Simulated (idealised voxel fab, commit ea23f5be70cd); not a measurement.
The process module that follows is named voxel tone inversion.
Shown is cross-section cut, with a width of 180 nm and square cells of size 5 nm.
For the purposes of this document, a cross-section shall be understood as a grid of square cells, specified as bands listed in top-to-bottom order, each band consisting of one or more rows of cells. Quick guide to a band line: top height, bottom height (nm) up front; then every material left to right with its width in nm. Only one material and it's marked "full width"? Then it fills the band edge to edge. And "empty" just means empty space. Heights are measured from 0, the level below which the as-received wafer is all one material; the lowest band has no bottom and continues downward, written as in "0 nm and below". The notation "30->40" denotes a width that varies across the rows of cells in the band, beginning at the first number in the top row, finishing at the second number in the bottom row, and changing by an identical amount from each row to the next. "stayed the same" (step): cross-section cells unchanged, all of them. Voids not open to the top, 8 cells minimum: see "Closed internal cavities". Written width x height at distance; distance is from the left edge; nm. Anything after a step's settings on that line? It's the simulator's own note about the step. overlay nm: mask right of planned place by this much (step with mask). Neg. = left.
[Set out below are the planned steps of the process]
- 1: op RECEIVE | material Si
- 2: op CONFORMAL_DEP | material SiCN | thk nm 10
- 3: op DIRECTIONAL_DEP | material polySi | thk nm 25
- 4: op PATTERN | tone cover | mask id POSTS | material resist | width nm 15 | pitch nm 35 | thk nm 30 | overlay nm 0
- 5: op DIRECTIONAL_ETCH | etch materials polySi | depth nm 25
- 6: op STRIP | etch materials resist
- 7: op FILL_DEP | material SiO2 | thk nm 5
- 8: op CMP | height nm 35
- 9: op STRIP | etch materials polySi
- 10: op CONFORMAL_DEP | material TiN | thk nm 5
- 11: op FILL_DEP | material W | thk nm 10
- 12: op CMP | height nm 35
- 13: op CONFORMAL_DEP | material SiCN | thk nm 5
[Cross-section of the wafer as it came to us, i.e., already through step 1]
- 0 nm and below  Si full width
- Closed internal cavities: none
[What the wafer looks like in cross-section after this module, when it starts as shown above and follows the plan above but one mistake is made in running it]
- 40 nm to 35 nm  SiCN full width
- 35 nm to 15 nm  60 of W; 5 of TiN; 15 of SiO2; 5 of TiN; 10 of W; 5 of TiN; 15 of SiO2; 5 of TiN; 60 of W
- 15 nm to 10 nm  65 of TiN; 15 of SiO2; 20 of TiN; 15 of SiO2; 65 of TiN
- 10 nm to 0 nm  SiCN full width
- 0 nm and below  Si full width
- Closed internal cavities: none
Plan not followed: step 4 deviated from plan and actually ran as op PATTERN | tone open | mask id POSTS | material resist | width nm 15 | pitch nm 35 | thk nm 30 | overlay nm 0
